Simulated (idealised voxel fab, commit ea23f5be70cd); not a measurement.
The document below concerns the process module designated voxel wiring stack.
250 nm wide, 5 nm square cells: that's cross-section cut.
Cross-section format: a grid of square cells, given as bands from top to bottom; each band is one or more rows of cells.
Band entry format. Leading values: height of top, height of bottom, nm. Remainder: materials in left-to-right order, each with its width in nm. Special words: "everywhere" on a single material, which then fills the band edge to edge; "blank", empty space.
Height reference: 0 = level under which incoming wafer is all one material. Lowest band: no bottom, runs on downward, e.g. "0 nm and below".
Quick explanation for "30->40": the width changes in equal steps down the rows of cells, from the first number in the band's top row to the second number in its bottom row.
The designation "no change occurred", where it is given for a processing step, indicates that no cell of the cross-section was altered in the course of that step.
Entry "Entrapped voids" = empty spaces >= 8 cells with no open way to the top; each as width x height at distance, distance from left edge, all nm.
That trailing text on a step's line, after the settings, is the simulator's own remark on the step.
"overlay nm", when on a step's line for a step with a mask, measures how far to the right of its planned place the mask lay; a negative measure means to the left.

### Here's what the planned process steps look like
step 1: RECEIVE, material Si
step 2: CONFORMAL_DEP, material SiO2, thk nm 10
step 3: CONFORMAL_DEP, material SiCN, thk nm 5
step 4: DIRECTIONAL_DEP, material lowk, thk nm 15
step 5: DIRECTIONAL_DEP, material aC, thk nm 15
step 6: PATTERN, tone open, mask id METAL_1, material resist, width nm 20, pitch nm 40, thk nm 35, overlay nm 0
step 7: DIRECTIONAL_ETCH, etch materials aC, depth nm 15
step 8: STRIP, etch materials resist
step 9: DIRECTIONAL_ETCH, etch materials lowk, depth nm 15
step 10: DIRECTIONAL_ETCH, etch materials SiCN, depth nm 5
step 11: STRIP, etch materials aC
step 12: CONFORMAL_DEP, material TiN, thk nm 5
step 13: FILL_DEP, material W, thk nm 5
step 14: CMP, height nm 30
step 15: CONFORMAL_DEP, material SiCN, thk nm 5
step 16: DIRECTIONAL_DEP, material SiO2, thk nm 10
step 17: DIRECTIONAL_DEP, material aC, thk nm 10
step 18: PATTERN, tone open, mask id PLUG_1, material resist, width nm 15, pitch nm 40, thk nm 30, overlay nm 0
step 19: DIRECTIONAL_ETCH, etch materials aC, depth nm 10
step 20: STRIP, etch materials resist
step 21: DIRECTIONAL_ETCH, etch materials SiO2, depth nm 10
step 22: DIRECTIONAL_ETCH, etch materials SiCN, depth nm 5
step 23: STRIP, etch materials aC
step 24: CONFORMAL_DEP, material TiN, thk nm 5
step 25: FILL_DEP, material Cu, thk nm 10
step 26: CMP, height nm 45
step 27: CONFORMAL_DEP, material SiCN, thk nm 5
step 28: DIRECTIONAL_DEP, material SiO2, thk nm 15
step 29: DIRECTIONAL_DEP, material aC, thk nm 15
step 30: PATTERN, tone open, mask id METAL_2, material resist, width nm 20, pitch nm 40, thk nm 35, overlay nm 0
step 31: DIRECTIONAL_ETCH, etch materials aC, depth nm 15
step 32: STRIP, etch materials resist
step 33: DIRECTIONAL_ETCH, etch materials SiO2, depth nm 15
step 34: DIRECTIONAL_ETCH, etch materials SiCN, depth nm 5
step 35: STRIP, etch materials aC
step 36: CONFORMAL_DEP, material TiN, thk nm 5
step 37: FILL_DEP, material Ru, thk nm 5
step 38: CMP, height nm 65
step 39: CONFORMAL_DEP, material SiCN, thk nm 5
step 40: DIRECTIONAL_DEP, material lowk, thk nm 35
step 41: DIRECTIONAL_DEP, material aC, thk nm 10
step 42: PATTERN, tone open, mask id METAL_3_HOLES, material resist, width nm 15, pitch nm 40, thk nm 25, overlay nm 0
step 43: DIRECTIONAL_ETCH, etch materials aC, depth nm 10
step 44: STRIP, etch materials resist
step 45: DIRECTIONAL_ETCH, etch materials lowk, depth nm 35
step 46: STRIP, etch materials aC
step 47: PATTERN, tone open, mask id METAL_3, material resist, width nm 20, pitch nm 40, thk nm 20, overlay nm 0
step 48: DIRECTIONAL_ETCH, etch materials lowk, depth nm 20
step 49: DIRECTIONAL_ETCH, etch materials SiCN, depth nm 5
step 50: STRIP, etch materials resist
step 51: CONFORMAL_DEP, material TiN, thk nm 5
step 52: FILL_DEP, material Cu, thk nm 5
step 53: CMP, height nm 105
step 54: CONFORMAL_DEP, material SiN, thk nm 5

### As-received wafer cross-section (after step 1)
0 nm and below = Si everywhere
Entrapped voids: none

### First of two wafers, end-of-module section, run followed plan
110 nm to 105 nm = SiN everywhere
105 nm to 90 nm = lowk (75); TiN (5); Cu (10); TiN (5); lowk (20); TiN (5); Cu (10); TiN (5); lowk (20); TiN (5); Cu (10); TiN (5); lowk (75)
90 nm to 85 nm = lowk (75); TiN (5); Cu (5); TiN (10); lowk (20); TiN (5); Cu (5); TiN (10); lowk (20); TiN (5); Cu (5); TiN (10); lowk (75)
85 nm to 70 nm = lowk (75); TiN (5); Cu (5); TiN (5); lowk (25); TiN (5); Cu (5); TiN (5); lowk (25); TiN (5); Cu (5); TiN (5); lowk (80)
70 nm to 65 nm = SiCN (75); TiN (15); SiCN (25); TiN (15); SiCN (25); TiN (15); SiCN (80)
65 nm to 50 nm = SiO2 (75); TiN (5); Ru (10); TiN (5); SiO2 (20); TiN (5); Ru (10); TiN (5); SiO2 (20); TiN (5); Ru (10); TiN (5); SiO2 (75)
50 nm to 45 nm = SiCN (75); TiN (20); SiCN (20); TiN (20); SiCN (20); TiN (20); SiCN (75)
45 nm to 35 nm = SiO2 (75); TiN (5); Cu (5); TiN (5); SiO2 (25); TiN (5); Cu (5); TiN (5); SiO2 (25); TiN (5); Cu (5); TiN (5); SiO2 (80)
35 nm to 30 nm = SiCN (75); TiN (15); SiCN (25); TiN (15); SiCN (25); TiN (15); SiCN (80)
30 nm to 15 nm = lowk (75); TiN (5); W (10); TiN (5); lowk (20); TiN (5); W (10); TiN (5); lowk (20); TiN (5); W (10); TiN (5); lowk (75)
15 nm to 10 nm = SiCN (75); TiN (20); SiCN (20); TiN (20); SiCN (20); TiN (20); SiCN (75)
10 nm to 0 nm = SiO2 everywhere
0 nm and below = Si everywhere
Entrapped voids: none

### Cross-section of the latter of the two wafers at module completion. It had an identical start and an identical plan to the former; in running it, one mistake was made
110 nm to 105 nm = SiN everywhere
105 nm to 90 nm = Cu (85); TiN (5); lowk (5); TiN (5); Cu (25); TiN (5); lowk (5); TiN (5); Cu (25); TiN (5); lowk (5); TiN (5); Cu (70)
90 nm to 85 nm = TiN (80); Cu (5); TiN (5); lowk (5); TiN (25); Cu (5); TiN (5); lowk (5); TiN (25); Cu (5); TiN (5); lowk (5); TiN (75)
85 nm to 75 nm = lowk (75); TiN (5); Cu (5); TiN (5); lowk (25); TiN (5); Cu (5); TiN (5); lowk (25); TiN (5); Cu (5); TiN (5); lowk (80)
75 nm to 70 nm = lowk (75); TiN (15); lowk (25); TiN (15); lowk (25); TiN (15); lowk (80)
70 nm to 65 nm = SiCN everywhere
65 nm to 50 nm = SiO2 (75); TiN (5); Ru (10); TiN (5); SiO2 (20); TiN (5); Ru (10); TiN (5); SiO2 (20); TiN (5); Ru (10); TiN (5); SiO2 (75)
50 nm to 45 nm = SiCN (75); TiN (20); SiCN (20); TiN (20); SiCN (20); TiN (20); SiCN (75)
45 nm to 35 nm = SiO2 (75); TiN (5); Cu (5); TiN (5); SiO2 (25); TiN (5); Cu (5); TiN (5); SiO2 (25); TiN (5); Cu (5); TiN (5); SiO2 (80)
35 nm to 30 nm = SiCN (75); TiN (15); SiCN (25); TiN (15); SiCN (25); TiN (15); SiCN (80)
30 nm to 15 nm = lowk (75); TiN (5); W (10); TiN (5); lowk (20); TiN (5); W (10); TiN (5); lowk (20); TiN (5); W (10); TiN (5); lowk (75)
15 nm to 10 nm = SiCN (75); TiN (20); SiCN (20); TiN (20); SiCN (20); TiN (20); SiCN (75)
10 nm to 0 nm = SiO2 everywhere
0 nm and below = Si everywhere
Entrapped voids: none
Deviation from plan: step 47: run off-plan, actual operation and settings PATTERN, tone cover, mask id METAL_3, material resist, width nm 20, pitch nm 40, thk nm 20, overlay nm 0
End of process, cell counts, second wafer against first, materials with more or fewer: Cu: 102 more; SiCN: 9 more; TiN: 29 more; lowk: 140 fewer
